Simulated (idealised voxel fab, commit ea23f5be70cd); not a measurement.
The following process module bears the name voxel transistor to metal.
Pictured: cross-section cut, 140 nm wide, on a grid of 5 nm square cells.
Each cross-section below is a grid of square cells, stated as bands in top-down order, with one or more rows of cells making up each band. Top, bottom (nm), then materials left to right with widths (nm); lone material tagged "edge to edge" fills the whole band edge to edge; "air" = empty space. Heights are expressed relative to 0, this being the level below which the as-received wafer comprises one material exclusively. The lowest band is unbounded in the downward direction and is denoted as in "top 0, no bottom". The two numbers in a width such as "30 to 40" mark its ends across the band: the first belongs to the top row of cells, the second to the bottom row, and from each row to the next the width moves by the same amount. The cross-section has no changed cell in any step marked "nothing altered". In "Voids, fully enclosed" the enclosed voids are listed, meaning empty spaces of 8 cells or larger without any opening to the top. The form is width x height at distance, distance from the left edge, units nm. Note: text after step settings on the step line = simulator remark on that step. overlay nm: for a step with a mask, the amount by which the mask lay right of where it was planned; a negative amount means left of it.

plan
1: RECEIVE, material Si
2: CONFORMAL_DEP, material SiO2, thk nm 5
3: CONFORMAL_DEP, material SiN, thk nm 10
4: MASKED_ETCH, tone cover, mask id ACTIVE, width nm 95, etch materials SiN, depth nm 10, overlay nm 0
5: MASKED_ETCH, tone cover, mask id ACTIVE, width nm 95, etch materials SiO2, depth nm 5, overlay nm 0
6: MASKED_ETCH, tone cover, mask id ACTIVE, width nm 95, etch materials Si, depth nm 35, overlay nm 0
7: FILL_DEP, material SiO2, thk nm 10
8: CMP, height nm 15
9: SELECTIVE_ETCH, etch materials SiO2, depth nm 5
10: STRIP, etch materials SiN
11: SELECTIVE_ETCH, etch materials SiO2, depth nm 5
12: OXIDIZE, depth nm 5
13: DIRECTIONAL_DEP, material polySi, thk nm 25
14: DIRECTIONAL_DEP, material SiCN, thk nm 15
15: DIRECTIONAL_DEP, material aC, thk nm 10
16: PATTERN, tone cover, mask id GATE, material resist, width nm 15, thk nm 25, overlay nm 0
17: DIRECTIONAL_ETCH, etch materials aC, depth nm 10
18: STRIP, etch materials resist
19: DIRECTIONAL_ETCH, etch materials SiCN, depth nm 25
20: DIRECTIONAL_ETCH, etch materials polySi, depth nm 35
21: STRIP, etch materials aC
22: CONFORMAL_DEP, material SiO2, thk nm 5
23: DIRECTIONAL_ETCH, etch materials SiO2, depth nm 5
24: CONFORMAL_DEP, material SiN, thk nm 5
25: DIRECTIONAL_ETCH, etch materials SiN, depth nm 5
26: DIRECTIONAL_ETCH, etch materials SiO2, depth nm 5
27: DIRECTIONAL_ETCH, etch materials Si, depth nm 15
28: EPI, material nSi, thk nm 20
29: FILL_DEP, material SiO2, thk nm 5
30: CMP, height nm 40
31: DIRECTIONAL_DEP, material SiO2, thk nm 10
32: MASKED_ETCH, tone open, mask id CONTACT, width nm 30, pitch nm 55, etch materials SiO2, depth nm 35, overlay nm 0
33: CONFORMAL_DEP, material TiN, thk nm 5
34: FILL_DEP, material W, thk nm 10
35: CMP, height nm 50
36: DIRECTIONAL_DEP, material TiN, thk nm 5
37: DIRECTIONAL_DEP, material Ru, thk nm 20
38: DIRECTIONAL_DEP, material aC, thk nm 15
39: PATTERN, tone cover, mask id METAL_1, material resist, width nm 20, pitch nm 65, thk nm 30, overlay nm 0
40: DIRECTIONAL_ETCH, etch materials aC, depth nm 15
41: STRIP, etch materials resist
42: DIRECTIONAL_ETCH, etch materials Ru, depth nm 20
43: DIRECTIONAL_ETCH, etch materials TiN, depth nm 5
44: STRIP, etch materials aC
45: CONFORMAL_DEP, material SiCN, thk nm 5
46: FILL_DEP, material SiO2, thk nm 10
47: CMP, height nm 75
48: CONFORMAL_DEP, material SiN, thk nm 5

As-received wafer cross-section (after step 1)
    top 0, no bottom | Si edge to edge
    Voids, fully enclosed: none

Starting wafer: above. Plan: above. Run: one mistake. Cross-section after the module: below
    top 80, bottom 75 | SiN edge to edge
    top 75, bottom 55 | SiO2 20 nm, then SiCN 5 nm, then Ru 20 nm, then SiCN 5 nm, then SiO2 35 nm, then SiCN 5 nm, then Ru 20 nm, then SiCN 5 nm, then SiO2 25 nm
    top 55, bottom 50 | SiCN 25 nm, then TiN 20 nm, then SiCN 45 nm, then TiN 20 nm, then SiCN 30 nm
    top 50, bottom 40 | SiO2 25 nm, then TiN 5 nm, then W 20 to 15 nm, then TiN 5 to 10 nm, then SiO2 25 nm, then TiN 5 to 10 nm, then W 20 to 15 nm, then TiN 5 nm, then SiO2 30 nm
    top 40, bottom 35 | SiO2 25 nm, then TiN 25 nm, then SiN 5 nm, then SiO2 5 nm, then SiCN 15 nm, then SiO2 5 nm, then SiN 5 nm, then TiN 25 nm, then SiO2 30 nm
    top 35, bottom 25 | nSi 50 nm, then SiN 5 nm, then SiO2 5 nm, then SiCN 15 nm, then SiO2 5 nm, then SiN 5 nm, then nSi 55 nm
    top 25, bottom 5 | nSi 50 nm, then SiN 5 nm, then SiO2 5 nm, then polySi 15 nm, then SiO2 5 nm, then SiN 5 nm, then nSi 55 nm
    top 5, bottom 0 | nSi 20 nm, then SiN 5 nm, then nSi 25 nm, then SiN 5 nm, then SiO2 5 nm, then polySi 15 nm, then SiO2 5 nm, then SiN 5 nm, then nSi 25 nm, then SiN 5 nm, then nSi 25 nm
    top 0, bottom -5 | SiO2 25 nm, then nSi 25 nm, then SiO2 35 nm, then nSi 25 nm, then SiO2 30 nm
    top -5, bottom -20 | SiO2 20 nm, then Si 5 nm, then nSi 25 nm, then Si 35 nm, then nSi 25 nm, then Si 5 nm, then SiO2 25 nm
    top -20, bottom -35 | SiO2 20 nm, then Si 95 nm, then SiO2 25 nm
    top -35, no bottom | Si edge to edge
    Voids, fully enclosed: none
Deviation noted in wafer processing: plan step 28 was twice executed
